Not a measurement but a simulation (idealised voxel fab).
process module | voxel double patterning
cross-section cut | 190 nm wide | cells 5 nm
A cross-section is a grid of square cells, given in bands from the top down. A band is one or more rows of cells.
Each band's line starts with the height of the band's top and of its bottom, in nm. Then come its materials from left to right, each with its width in nm. One material with "throughout" fills the band from edge to edge. "air" is empty space.
Height 0 is the level under which the wafer as received is all one material. The lowest band goes on downwards, as in "0 down".
A width such as "30 to 40" changes by the same amount from each row of cells to the next, from the band's top row to its bottom row.
"no change" after a step means that no cell of the cross-section changed.
closed voids: empty space of 8 cells or more with no open way to the top, each as width x height at its distance from the left edge, in nm
after a step's settings: what the simulator itself notes on the step
overlay nm, on a step with a mask: how far to the right of its planned place the mask lay; to the left if negative
plan
1 op RECEIVE | material Si
2 op CONFORMAL_DEP | material SiO2 | thk nm 10
3 op DIRECTIONAL_DEP | material polySi | thk nm 15
4 op DIRECTIONAL_DEP | material SiN | thk nm 5
5 op DIRECTIONAL_DEP | material aC | thk nm 10
6 op PATTERN | tone open | mask id FIRST | material resist | width nm 15 | pitch nm 50 | thk nm 30 | overlay nm 0
7 op DIRECTIONAL_ETCH | etch materials aC | depth nm 10
8 op STRIP | etch materials resist
9 op DIRECTIONAL_ETCH | etch materials SiN | depth nm 5
10 op STRIP | etch materials aC
11 op MASKED_ETCH | tone open | mask id SECOND | width nm 15 | pitch nm 50 | etch materials SiN | depth nm 5 | overlay nm 0
12 op DIRECTIONAL_ETCH | etch materials polySi | depth nm 15
13 op STRIP | etch materials SiN
first wafer, as planned
as received, after step 1
  0 down: Si throughout
  closed voids: none
after step 2
  10 to 0: SiO2 throughout
  below 0: unchanged
after step 3
  25 to 10: polySi throughout
  below 10: unchanged
after step 4
  30 to 25: SiN throughout
  below 25: unchanged
after step 5
  40 to 30: aC throughout
  below 30: unchanged
after step 6
  70 to 40: resist 35 | air 15 | resist 35 | air 15 | resist 35 | air 15 | resist 40
  below 40: unchanged
after step 7
  60 to 40: resist 35 | air 15 | resist 35 | air 15 | resist 35 | air 15 | resist 40
  40 to 30: aC 35 | air 15 | aC 35 | air 15 | aC 35 | air 15 | aC 40
  below 30: unchanged
after step 8
  40 to 30: aC 35 | air 15 | aC 35 | air 15 | aC 35 | air 15 | aC 40
  below 30: unchanged
after step 9
  40 to 30: aC 35 | air 15 | aC 35 | air 15 | aC 35 | air 15 | aC 40
  30 to 25: SiN 35 | air 15 | SiN 35 | air 15 | SiN 35 | air 15 | SiN 40
  below 25: unchanged
after step 10
  30 to 25: SiN 35 | air 15 | SiN 35 | air 15 | SiN 35 | air 15 | SiN 40
  below 25: unchanged
after step 11
  30 to 25: SiN 35 | air 15 | SiN 10 | air 15 | SiN 10 | air 15 | SiN 10 | air 15 | SiN 10 | air 15 | SiN 40
  below 25: unchanged
after step 12
  30 to 25: SiN 35 | air 15 | SiN 10 | air 15 | SiN 10 | air 15 | SiN 10 | air 15 | SiN 10 | air 15 | SiN 40
  25 to 10: polySi 35 | air 15 | polySi 10 | air 15 | polySi 10 | air 15 | polySi 10 | air 15 | polySi 10 | air 15 | polySi 40
  below 10: unchanged
after step 13
  25 to 10: polySi 35 | air 15 | polySi 10 | air 15 | polySi 10 | air 15 | polySi 10 | air 15 | polySi 10 | air 15 | polySi 40
  below 10: unchanged
second wafer: like start, like plan, one mistake. Through step 1 it matches the first wafer
when step 2 should have ended
  15 to 0: polySi throughout
  below 0: unchanged
when step 3 should have ended
  25 to 15: SiO2 throughout
  below 15: unchanged
when step 4 should have ended
  30 to 25: SiN throughout
  below 25: unchanged
when step 5 should have ended
  40 to 30: aC throughout
  below 30: unchanged
when step 6 should have ended
  70 to 40: resist 35 | air 15 | resist 35 | air 15 | resist 35 | air 15 | resist 40
  below 40: unchanged
when step 7 should have ended
  60 to 40: resist 35 | air 15 | resist 35 | air 15 | resist 35 | air 15 | resist 40
  40 to 30: aC 35 | air 15 | aC 35 | air 15 | aC 35 | air 15 | aC 40
  below 30: unchanged
when step 8 should have ended
  40 to 30: aC 35 | air 15 | aC 35 | air 15 | aC 35 | air 15 | aC 40
  below 30: unchanged
when step 9 should have ended
  40 to 30: aC 35 | air 15 | aC 35 | air 15 | aC 35 | air 15 | aC 40
  30 to 25: SiN 35 | air 15 | SiN 35 | air 15 | SiN 35 | air 15 | SiN 40
  below 25: unchanged
when step 10 should have ended
  30 to 25: SiN 35 | air 15 | SiN 35 | air 15 | SiN 35 | air 15 | SiN 40
  below 25: unchanged
when step 11 should have ended
  30 to 25: SiN 35 | air 15 | SiN 10 | air 15 | SiN 10 | air 15 | SiN 10 | air 15 | SiN 10 | air 15 | SiN 40
  below 25: unchanged
when step 12 should have ended: no change
when step 13 should have ended
  25 to 15: SiO2 throughout
  below 15: unchanged
what went wrong: steps 2 and 3 were swapped
at the end the second wafer has, in cells: 45 more of polySi
